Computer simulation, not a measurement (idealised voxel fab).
Process module in this document: voxel capacitor over wiring
Pictured: cross-section cut, 220 nm wide, on a grid of 5 nm square cells.
Heads up, the way a cross-section reads in here is a grid of square cells, handed over as bands from the top down, with every band being one or more rows of cells. Band entry format. Leading values: height of top, height of bottom, nm. Remainder: materials in left-to-right order, each with its width in nm. Special words: "everywhere" on a single material, which then fills the band edge to edge; "blank", empty space. Heads up on the height convention: 0 is the point under which the incoming wafer is all one material, and the lowest band has no bottom, it just keeps going down, like "0 down". When a width is written as two numbers, as in "30->40", the first number is the width in the top row of cells of the band and the second is the width in its bottom row, and the width changes by the same amount from each row to the next. For the purposes of this document, the phrase "same as before" attached to a step denotes that no cell within the cross-section was modified by that step. Listed in "Enclosed internal cavities": every empty space of 8 or more cells without an open way to the top. Form: width x height at distance, the distance being from the left edge, all in nm. Post-settings text on a step line: simulator's own remark regarding the step. overlay nm: for a step with a mask, the amount by which the mask lay right of where it was planned; a negative amount means left of it.
[The process steps that were planned are listed below]
1 RECEIVE [material Si]
2 CONFORMAL_DEP [material SiO2] [thk nm 15]
3 CONFORMAL_DEP [material SiN] [thk nm 5]
4 DIRECTIONAL_DEP [material SiO2] [thk nm 15]
5 DIRECTIONAL_DEP [material aC] [thk nm 10]
6 PATTERN [tone open] [mask id METAL_1] [material resist] [width nm 25] [pitch nm 95] [thk nm 30] [overlay nm 0]
7 DIRECTIONAL_ETCH [etch materials aC] [depth nm 10]
8 STRIP [etch materials resist]
9 DIRECTIONAL_ETCH [etch materials SiO2] [depth nm 15]
10 DIRECTIONAL_ETCH [etch materials SiN] [depth nm 5]
11 STRIP [etch materials aC]
12 CONFORMAL_DEP [material TiN] [thk nm 5]
13 FILL_DEP [material W] [thk nm 10]
14 CMP [height nm 35]
15 CONFORMAL_DEP [material SiCN] [thk nm 5]
16 DIRECTIONAL_DEP [material lowk] [thk nm 15]
17 MASKED_ETCH [tone open] [mask id PLUG_1] [width nm 15] [etch materials lowk] [depth nm 15] [overlay nm 0]
18 MASKED_ETCH [tone open] [mask id PLUG_1] [width nm 15] [etch materials SiCN] [depth nm 5] [overlay nm 0]
19 EPI [material Ru] [thk nm 10]
20 EPI [material Ru] [thk nm 10]
21 DIRECTIONAL_DEP [material TiN] [thk nm 5]
22 DIRECTIONAL_DEP [material HfO2] [thk nm 5]
23 DIRECTIONAL_DEP [material TiN] [thk nm 5]
24 DIRECTIONAL_DEP [material aC] [thk nm 10]
25 PATTERN [tone cover] [mask id UPPER_PLATE] [material resist] [width nm 75] [thk nm 30] [overlay nm 0]
26 DIRECTIONAL_ETCH [etch materials aC] [depth nm 10]
27 STRIP [etch materials resist]
28 DIRECTIONAL_ETCH [etch materials TiN] [depth nm 5]
29 DIRECTIONAL_ETCH [etch materials HfO2] [depth nm 5]
30 STRIP [etch materials aC]
31 PATTERN [tone cover] [mask id LOWER_PLATE] [material resist] [width nm 85] [thk nm 15] [overlay nm 0]
32 DIRECTIONAL_ETCH [etch materials TiN] [depth nm 5]
33 STRIP [etch materials resist]
34 FILL_DEP [material SiO2] [thk nm 20]
35 CMP [height nm 85]
36 DIRECTIONAL_DEP [material aC] [thk nm 10]
37 PATTERN [tone open] [mask id PLUG_2] [material resist] [width nm 15] [thk nm 30] [overlay nm 0]
38 DIRECTIONAL_ETCH [etch materials aC] [depth nm 10]
39 STRIP [etch materials resist]
40 DIRECTIONAL_ETCH [etch materials SiO2] [depth nm 15]
41 STRIP [etch materials aC]
42 CONFORMAL_DEP [material TiN] [thk nm 5]
43 FILL_DEP [material Cu] [thk nm 10]
44 CMP [height nm 85]
45 CONFORMAL_DEP [material SiCN] [thk nm 5]
[As received (post step 1): cross-section]
    0 down | Si everywhere
    Enclosed internal cavities: none
[First of two wafers: cross-section at end of module, run per plan]
    90 to 85 | SiCN everywhere
    85 to 75 | 70 of SiO2, 5 of TiN, 5 of Cu, 5 of TiN, 135 of SiO2
    75 to 65 | 70->60 of SiO2, 15->75 of TiN, 135->85 of SiO2
    65 to 60 | 60 of SiO2, 75 of HfO2, 85 of SiO2
    60 to 55 | 55 of SiO2, 85 of TiN, 80 of SiO2
    55 to 40 | 60 of lowk, 15 of Ru, 145 of lowk
    40 to 35 | 60 of SiCN, 15 of Ru, 145 of SiCN
    35 to 20 | 50 of SiO2, 5 of TiN, 15 of W, 5 of TiN, 70 of SiO2, 5 of TiN, 15 of W, 5 of TiN, 50 of SiO2
    20 to 15 | 50 of SiN, 25 of TiN, 70 of SiN, 25 of TiN, 50 of SiN
    15 to 0 | SiO2 everywhere
    0 down | Si everywhere
    Enclosed internal cavities: none
[Cross-section of the latter of the two wafers at module completion. It had an identical start and an identical plan to the former; in running it, one mistake was made]
    90 to 85 | SiCN everywhere
    85 to 80 | 75 of TiN, 5 of Cu, 140 of TiN
    80 to 75 | 70 of SiO2, 5 of TiN, 5 of Cu, 5 of TiN, 135 of SiO2
    75 to 65 | 70->60 of SiO2, 15->75 of TiN, 135->85 of SiO2
    65 to 60 | 60 of SiO2, 75 of HfO2, 85 of SiO2
    60 to 55 | 55 of SiO2, 85 of TiN, 80 of SiO2
    55 to 40 | 60 of lowk, 15 of Ru, 145 of lowk
    40 to 35 | 60 of SiCN, 15 of Ru, 145 of SiCN
    35 to 20 | 50 of SiO2, 5 of TiN, 15 of W, 5 of TiN, 70 of SiO2, 5 of TiN, 15 of W, 5 of TiN, 50 of SiO2
    20 to 15 | 50 of SiN, 25 of TiN, 70 of SiN, 25 of TiN, 50 of SiN
    15 to 0 | SiO2 everywhere
    0 down | Si everywhere
    Enclosed internal cavities: none
Against the plan, the run slipped here: step 35 was not run as planned; what actually ran was CMP [height nm 80]
Count the cells at the end and the second wafer has more or fewer of some materials than the first: 41 fewer of SiO2; 41 more of TiN
